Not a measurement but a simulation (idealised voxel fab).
process module | voxel trench capacitor
cross-section cut | 270 nm wide | cells 5 nm
A cross-section is a grid of square cells, given in bands from the top down. A band is one or more rows of cells.
Each band's line starts with the height of the band's top and of its bottom, in nm. Then come its materials from left to right, each with its width in nm. One material with "throughout" fills the band from edge to edge. "air" is empty space.
Height 0 is the level under which the wafer as received is all one material. The lowest band goes on downwards, as in "0 down".
A width such as "30 to 40" changes by the same amount from each row of cells to the next, from the band's top row to its bottom row.
"no change" after a step means that no cell of the cross-section changed.
closed voids: empty space of 8 cells or more with no open way to the top, each as width x height at its distance from the left edge, in nm
after a step's settings: what the simulator itself notes on the step
overlay nm, on a step with a mask: how far to the right of its planned place the mask lay; to the left if negative
plan
1 op RECEIVE | material Si
2 op CONFORMAL_DEP | material SiN | thk nm 5
3 op DIRECTIONAL_DEP | material aC | thk nm 15
4 op PATTERN | tone open | mask id TRENCH | material resist | width nm 25 | pitch nm 45 | thk nm 35 | overlay nm 0
5 op DIRECTIONAL_ETCH | etch materials aC | depth nm 15
6 op STRIP | etch materials resist
7 op DIRECTIONAL_ETCH | etch materials SiN | depth nm 5
8 op DIRECTIONAL_ETCH | etch materials Si | depth nm 25
9 op STRIP | etch materials aC
10 op CONFORMAL_DEP | material Al2O3 | thk nm 5
11 op FILL_DEP | material polySi | thk nm 5
12 op CMP | height nm 5
as received, after step 1
  0 down: Si throughout
  closed voids: none
a wafer at the end: this start, this plan, one mistake
  5 to 0: SiN 100 | Al2O3 5 | polySi 15 | Al2O3 5 | SiN 20 | Al2O3 5 | polySi 15 | Al2O3 5 | SiN 100
  0 to -30: Si 100 | Al2O3 5 | polySi 15 | Al2O3 5 | Si 20 | Al2O3 5 | polySi 15 | Al2O3 5 | Si 100
  -30 to -35: Si 100 | Al2O3 25 | Si 20 | Al2O3 25 | Si 100
  -35 down: Si throughout
  closed voids: none
what went wrong: step 8 ran as: op DIRECTIONAL_ETCH | etch materials Si | depth nm 35
